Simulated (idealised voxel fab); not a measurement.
You're looking at the process module voxel capacitor over wiring.
260 nm wide, 5 nm square cells: that's cross-section cut.
Think of the cross-section as a grid of square cells. We describe it in bands, top to bottom, and each band covers one or more rows of those cells.
Heights first: top, then bottom, in nm. Then materials, left to right, each with a width in nm. "all across" on a single material: fills the band edge to edge. "empty": empty space.
Ref level 0: as-received wafer is one material below here. Bottom band extends down with no lower bound ("from 0 down").
The expression "30->40" gives the width at the extremes of the band, the first number at its top row of cells and the second at its bottom row, with the width changing by equal amounts from each row to the next in between.
Any step labelled "nothing was modified" changed none of the cells in the cross-section.
Closed empty spaces (no open way to the top) of 8 cells or more are what "Catalogued sealed voids" lists, each as width x height at distance from the left edge, nm for all three.
after a step's settings: what the simulator itself notes on the step
overlay nm: where the mask lay relative to plan, measured to the right, on steps with a mask; negatives go left.

[Process steps foreseen in the plan]
1: RECEIVE,material Si
2: CONFORMAL_DEP,material SiO2,thk nm 10
3: CONFORMAL_DEP,material SiN,thk nm 5
4: DIRECTIONAL_DEP,material lowk,thk nm 15
5: PATTERN,tone open,mask id METAL_1,material resist,width nm 30,pitch nm 90,thk nm 15,overlay nm 0
6: DIRECTIONAL_ETCH,etch materials lowk,depth nm 15
7: DIRECTIONAL_ETCH,etch materials SiN,depth nm 5
8: STRIP,etch materials resist
9: CONFORMAL_DEP,material TiN,thk nm 5
10: FILL_DEP,material Cu,thk nm 10
11: CMP,height nm 30
12: CONFORMAL_DEP,material SiCN,thk nm 5
13: DIRECTIONAL_DEP,material SiO2,thk nm 10
14: MASKED_ETCH,tone open,mask id PLUG_1,width nm 15,etch materials SiO2,depth nm 10,overlay nm 0
15: MASKED_ETCH,tone open,mask id PLUG_1,width nm 15,etch materials SiCN,depth nm 5,overlay nm 0
16: EPI,material Ru,thk nm 10
17: EPI,material Ru,thk nm 5
18: DIRECTIONAL_DEP,material TiN,thk nm 10
19: DIRECTIONAL_DEP,material HfO2,thk nm 5
20: DIRECTIONAL_DEP,material TiN,thk nm 5
21: PATTERN,tone cover,mask id UPPER_PLATE,material resist,width nm 65,thk nm 15,overlay nm 0
22: DIRECTIONAL_ETCH,etch materials TiN,depth nm 5
23: DIRECTIONAL_ETCH,etch materials HfO2,depth nm 5
24: STRIP,etch materials resist
25: DIRECTIONAL_DEP,material aC,thk nm 15
26: PATTERN,tone cover,mask id LOWER_PLATE,material resist,width nm 75,thk nm 35,overlay nm 0
27: DIRECTIONAL_ETCH,etch materials aC,depth nm 15
28: STRIP,etch materials resist
29: DIRECTIONAL_ETCH,etch materials TiN,depth nm 10
30: STRIP,etch materials aC
31: FILL_DEP,material SiO2,thk nm 15
32: CMP,height nm 75
33: PATTERN,tone open,mask id PLUG_2,material resist,width nm 15,thk nm 15,overlay nm 0
34: DIRECTIONAL_ETCH,etch materials SiO2,depth nm 10
35: STRIP,etch materials resist
36: CONFORMAL_DEP,material TiN,thk nm 5
37: FILL_DEP,material Cu,thk nm 10
38: CMP,height nm 75
39: CONFORMAL_DEP,material SiN,thk nm 5

[Cross-section: wafer on arrival = after step 1]
from 0 down = Si all across
Catalogued sealed voids: none

[First of two wafers at the end of the module, shown in cross-section; run carried out as planned]
from 80 to 75 = SiN all across
from 75 to 70 = 95 nm SiO2  5 nm TiN  5 nm Cu  5 nm TiN  150 nm SiO2
from 70 to 60 = 95->85 nm SiO2  15->65 nm TiN  150->110 nm SiO2
from 60 to 55 = 85 nm SiO2  65 nm HfO2  110 nm SiO2
from 55 to 45 = 80 nm SiO2  75 nm TiN  105 nm SiO2
from 45 to 35 = 85 nm SiO2  15 nm Ru  160 nm SiO2
from 35 to 30 = 85 nm SiCN  15 nm Ru  160 nm SiCN
from 30 to 15 = 70 nm lowk  5 nm TiN  20 nm Cu  5 nm TiN  60 nm lowk  5 nm TiN  20 nm Cu  5 nm TiN  70 nm lowk
from 15 to 10 = 70 nm SiN  30 nm TiN  60 nm SiN  30 nm TiN  70 nm SiN
from 10 to 0 = SiO2 all across
from 0 down = Si all across
Catalogued sealed voids: none

[The second wafer, shown in cross-section after the module: started the same way as the first and given the same plan, yet one mistake crept into how it was run]
from 80 to 75 = SiN all across
from 75 to 70 = 95 nm SiO2  5 nm TiN  5 nm Cu  5 nm TiN  150 nm SiO2
from 70 to 60 = 95->85 nm SiO2  15->65 nm TiN  150->110 nm SiO2
from 60 to 55 = 85 nm SiO2  65 nm HfO2  110 nm SiO2
from 55 to 45 = 80 nm SiO2  75 nm TiN  105 nm SiO2
from 45 to 35 = 85 nm SiO2  15 nm Ru  160 nm SiO2
from 35 to 30 = 85 nm SiCN  15 nm Ru  160 nm SiCN
from 30 to 25 = 75 nm TiN  20 nm Cu  70 nm TiN  20 nm Cu  75 nm TiN
from 25 to 15 = 70 nm lowk  5 nm TiN  20 nm Cu  5 nm TiN  60 nm lowk  5 nm TiN  20 nm Cu  5 nm TiN  70 nm lowk
from 15 to 10 = 70 nm lowk  30 nm TiN  60 nm lowk  30 nm TiN  70 nm lowk
from 10 to 0 = SiO2 all across
from 0 down = Si all across
Catalogued sealed voids: none
Where did the run depart from the plan? step 3 in the plan did not get run; it was skipped
Wafer comparison, final, in cells, second relative to first, materials more or fewer: SiN -40 | TiN +40
